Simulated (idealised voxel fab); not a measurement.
Documented hereafter: the process module known as voxel capacitor over wiring.
Section cut is 165 nm wide and gridded with 5 nm square cells.
Square cells in a grid make up a cross-section in this document, and the grid is given as bands, listed from the top down, each one or more rows of cells.
Top height, bottom height, nm. Materials left to right, width each, nm. Single material + "full width" = fills band edge to edge. "empty" = empty.
Below 0: as-received wafer, all one material; heights counted from there. Lowest band: no bottom, goes on down, written "z 0 and below".
Note: "30->40" means the width goes from the first number (top row of the band) to the second number (bottom row) in equal steps per row of cells.
Given "remains unaltered" for a step, no cell of the cross-section differs between before and after that step.
"Tabulated closed voids" lists enclosed empty spaces (at least 8 cells, no open path upward to the top), each as width x height at distance from the left edge, in nm.
It should be noted that, on the line of a given step, the content following the step's settings is a remark produced by the simulator itself with respect to that step.
"overlay nm" on a masked step: distance the mask lay right of its planned place, negative for left.

-- Planned process steps
| 1 | RECEIVE: material Si |
| 2 | CONFORMAL_DEP: material SiO2, thk nm 10 |
| 3 | DIRECTIONAL_DEP: material TiN, thk nm 5 |
| 4 | DIRECTIONAL_DEP: material W, thk nm 15 |
| 5 | MASKED_ETCH: tone cover, mask id METAL_1, width nm 30, pitch nm 95, etch materials W, depth nm 15, overlay nm 0 |
| 6 | MASKED_ETCH: tone cover, mask id METAL_1, width nm 30, pitch nm 95, etch materials TiN, depth nm 5, overlay nm 0 |
| 7 | FILL_DEP: material lowk, thk nm 10 |
| 8 | CMP: height nm 30 |
| 9 | CONFORMAL_DEP: material SiCN, thk nm 5 |
| 10 | DIRECTIONAL_DEP: material SiO2, thk nm 20 |
| 11 | PATTERN: tone open, mask id PLUG_1, material resist, width nm 15, thk nm 15, overlay nm 0 |
| 12 | DIRECTIONAL_ETCH: etch materials SiO2, depth nm 20 |
| 13 | DIRECTIONAL_ETCH: etch materials SiCN, depth nm 5 |
| 14 | STRIP: etch materials resist |
| 15 | CONFORMAL_DEP: material TiN, thk nm 5 |
| 16 | FILL_DEP: material W, thk nm 5 |
| 17 | CMP: height nm 55 |
| 18 | DIRECTIONAL_DEP: material TiN, thk nm 10 |
| 19 | DIRECTIONAL_DEP: material SiN, thk nm 5 |
| 20 | DIRECTIONAL_DEP: material TiN, thk nm 5 |
| 21 | DIRECTIONAL_DEP: material aC, thk nm 10 |
| 22 | PATTERN: tone cover, mask id UPPER_PLATE, material resist, width nm 70, thk nm 30, overlay nm 0 |
| 23 | DIRECTIONAL_ETCH: etch materials aC, depth nm 10 |
| 24 | STRIP: etch materials resist |
| 25 | DIRECTIONAL_ETCH: etch materials TiN, depth nm 5 |
| 26 | DIRECTIONAL_ETCH: etch materials SiN, depth nm 5 |
| 27 | STRIP: etch materials aC |
| 28 | PATTERN: tone cover, mask id LOWER_PLATE, material resist, width nm 80, thk nm 15, overlay nm 0 |
| 29 | DIRECTIONAL_ETCH: etch materials TiN, depth nm 10 |
| 30 | STRIP: etch materials resist |
| 31 | FILL_DEP: material SiO2, thk nm 20 |
| 32 | CMP: height nm 90 |
| 33 | MASKED_ETCH: tone open, mask id PLUG_2, width nm 15, etch materials SiO2, depth nm 15, overlay nm 0 |
| 34 | CONFORMAL_DEP: material TiN, thk nm 5 |
| 35 | FILL_DEP: material Ru, thk nm 5 |
| 36 | CMP: height nm 90 |
| 37 | CONFORMAL_DEP: material SiN, thk nm 5 |

-- Incoming wafer, cross-sectional view, post step 1
* z 0 and below | Si full width
* Tabulated closed voids: none

-- End-of-module XS, first of two wafers, run as planned
* z 95 to 90 | SiN full width
* z 90 to 80 | SiO2 45 nm  TiN 5 nm  Ru 5 nm  TiN 5 nm  SiO2 105 nm
* z 80 to 70 | SiO2 45->35 nm  TiN 15->70 nm  SiO2 105->60 nm
* z 70 to 65 | SiO2 35 nm  SiN 70 nm  SiO2 60 nm
* z 65 to 55 | SiO2 30 nm  TiN 80 nm  SiO2 55 nm
* z 55 to 35 | SiO2 35 nm  TiN 5 nm  W 5 nm  TiN 5 nm  SiO2 115 nm
* z 35 to 30 | SiCN 35 nm  TiN 15 nm  SiCN 115 nm
* z 30 to 15 | lowk 20 nm  W 30 nm  lowk 65 nm  W 30 nm  lowk 20 nm
* z 15 to 10 | lowk 20 nm  TiN 30 nm  lowk 65 nm  TiN 30 nm  lowk 20 nm
* z 10 to 0 | SiO2 full width
* z 0 and below | Si full width
* Tabulated closed voids: none

-- This cross-section belongs to the second wafer of two at the end of the module; the start and the plan were shared with the first, and the run included one mistake
* z 95 to 90 | SiN full width
* z 90 to 80 | SiO2 45 nm  TiN 5 nm  Ru 5 nm  TiN 5 nm  SiO2 105 nm
* z 80 to 70 | SiO2 45->35 nm  TiN 15->70 nm  SiO2 105->60 nm
* z 70 to 65 | SiO2 35 nm  SiN 70 nm  SiO2 60 nm
* z 65 to 55 | SiO2 30 nm  TiN 80 nm  SiO2 55 nm
* z 55 to 35 | SiO2 35 nm  TiN 5 nm  W 5 nm  TiN 5 nm  SiO2 115 nm
* z 35 to 30 | SiCN 35 nm  TiN 15 nm  SiCN 115 nm
* z 30 to 15 | lowk 20 nm  W 30 nm  lowk 65 nm  W 30 nm  lowk 20 nm
* z 15 to 5 | SiO2 full width
* z 5 to 0 | TiN full width
* z 0 and below | Si full width
* Tabulated closed voids: none
Deviation from plan: ran 2 and 3 in swapped order versus the plan
The final cell counts differ between the wafers, with the second having more or fewer of some materials than the first: +21 TiN | -21 lowk
